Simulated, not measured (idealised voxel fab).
Title: Process Module voxel wiring stack
For reference, the cross-section in this document is cut, with width 290 nm and square cells of 5 nm.
Throughout this document, each cross-section is represented as a grid of square cells and is presented as a sequence of bands enumerated from the top downward, where a band comprises one or more rows of cells. Band: top and bottom heights (nm) first, top before bottom; then materials from left to right, widths in nm. "everywhere" marks a sole material filling the band edge to edge. "air" denotes empty space. Basically, 0 is our baseline, since under it the wafer straight out of the box is all one material. The bottom band has no lower end and keeps on going down, so it looks like "0..down". A width given as "30..40" starts at the first number in the band's top row and ends at the second number in its bottom row, shifting by an equal amount at every step from row to row. Take "identical to before" at face value: in the step it is given for, the cross-section changed in none of its cells. In the "Sealed internal cavities" entry, you get each enclosed empty space of 8 cells or more, one with no open way to the top, written width x height at distance, distance from the left edge, in nm. after a step's settings: what the simulator itself notes on the step. Among the settings permitted on a step's line is "overlay nm"; applied to a step with a mask, it specifies the extent to which the mask lay to the right of its planned position, whereas a negative figure signifies a position to the left.
-- Process steps foreseen in the plan
step 1: RECEIVE,material Si
step 2: CONFORMAL_DEP,material SiO2,thk nm 10
step 3: DIRECTIONAL_DEP,material TiN,thk nm 5
step 4: DIRECTIONAL_DEP,material W,thk nm 20
step 5: MASKED_ETCH,tone cover,mask id METAL_1,width nm 25,pitch nm 45,etch materials W,depth nm 20,overlay nm 0
step 6: MASKED_ETCH,tone cover,mask id METAL_1,width nm 25,pitch nm 45,etch materials TiN,depth nm 5,overlay nm 0
step 7: FILL_DEP,material lowk,thk nm 5
step 8: CMP,height nm 35
step 9: CONFORMAL_DEP,material SiCN,thk nm 5
step 10: DIRECTIONAL_DEP,material lowk,thk nm 30
step 11: DIRECTIONAL_DEP,material aC,thk nm 10
step 12: PATTERN,tone open,mask id METAL_2_HOLES,material resist,width nm 15,thk nm 30,overlay nm 0
step 13: DIRECTIONAL_ETCH,etch materials aC,depth nm 10
step 14: STRIP,etch materials resist
step 15: DIRECTIONAL_ETCH,etch materials lowk,depth nm 30
step 16: STRIP,etch materials aC
step 17: MASKED_ETCH,tone open,mask id METAL_2,width nm 25,pitch nm 45,etch materials lowk,depth nm 15,overlay nm 0
step 18: MASKED_ETCH,tone open,mask id METAL_2,width nm 25,pitch nm 45,etch materials SiCN,depth nm 5,overlay nm 0
step 19: CONFORMAL_DEP,material TiN,thk nm 5
step 20: FILL_DEP,material Ru,thk nm 10
step 21: CMP,height nm 70
step 22: CONFORMAL_DEP,material SiN,thk nm 5
-- Shown in cross-section is the wafer as received, that is, as it stands after step 1
  0..down  Si everywhere
  Sealed internal cavities: none
-- Here's the cross-section of the first of our two wafers at the end of the module - it ran as planned
  75..70  SiN everywhere
  70..60  lowk 110 nm; TiN 5 nm; Ru 15 nm; TiN 5 nm; lowk 20 nm; TiN 5 nm; Ru 15 nm; TiN 5 nm; lowk 110 nm
  60..55  lowk 110 nm; TiN 5 nm; Ru 5 nm; TiN 15 nm; lowk 20 nm; TiN 25 nm; lowk 110 nm
  55..40  lowk 110 nm; TiN 5 nm; Ru 5 nm; TiN 5 nm; lowk 165 nm
  40..35  SiCN 110 nm; TiN 15 nm; SiCN 165 nm
  35..15  lowk 110 nm; W 25 nm; lowk 20 nm; W 25 nm; lowk 110 nm
  15..10  lowk 110 nm; TiN 25 nm; lowk 20 nm; TiN 25 nm; lowk 110 nm
  10..0  SiO2 everywhere
  0..down  Si everywhere
  Sealed internal cavities: none
-- Cross-sectional view: second of two wafers, end of module; start and plan identical to the first, one mistake in running
  75..70  SiN everywhere
  70..60  lowk 110 nm; TiN 5 nm; Ru 15 nm; TiN 5 nm; lowk 20 nm; TiN 5 nm; Ru 15 nm; TiN 5 nm; lowk 110 nm
  60..55  lowk 110 nm; TiN 5 nm; Ru 5 nm; TiN 15 nm; lowk 20 nm; TiN 25 nm; lowk 110 nm
  55..40  lowk 110 nm; TiN 5 nm; Ru 5 nm; TiN 5 nm; lowk 165 nm
  40..35  SiCN 110 nm; TiN 15 nm; SiCN 165 nm
  35..15  lowk 110 nm; W 25 nm; lowk 20 nm; W 25 nm; lowk 110 nm
  15..10  lowk 110 nm; TiN 25 nm; lowk 20 nm; TiN 25 nm; lowk 110 nm
  10..0  aC everywhere
  0..down  Si everywhere
  Sealed internal cavities: none
In executing the process, a mistake was made relative to the plan: step 2 ran with different settings than intended, the actual operation and settings being CONFORMAL_DEP,material aC,thk nm 10
End check, counted in cells, second wafer has more or fewer of these materials than the first: SiO2: 116 fewer; aC: 116 more
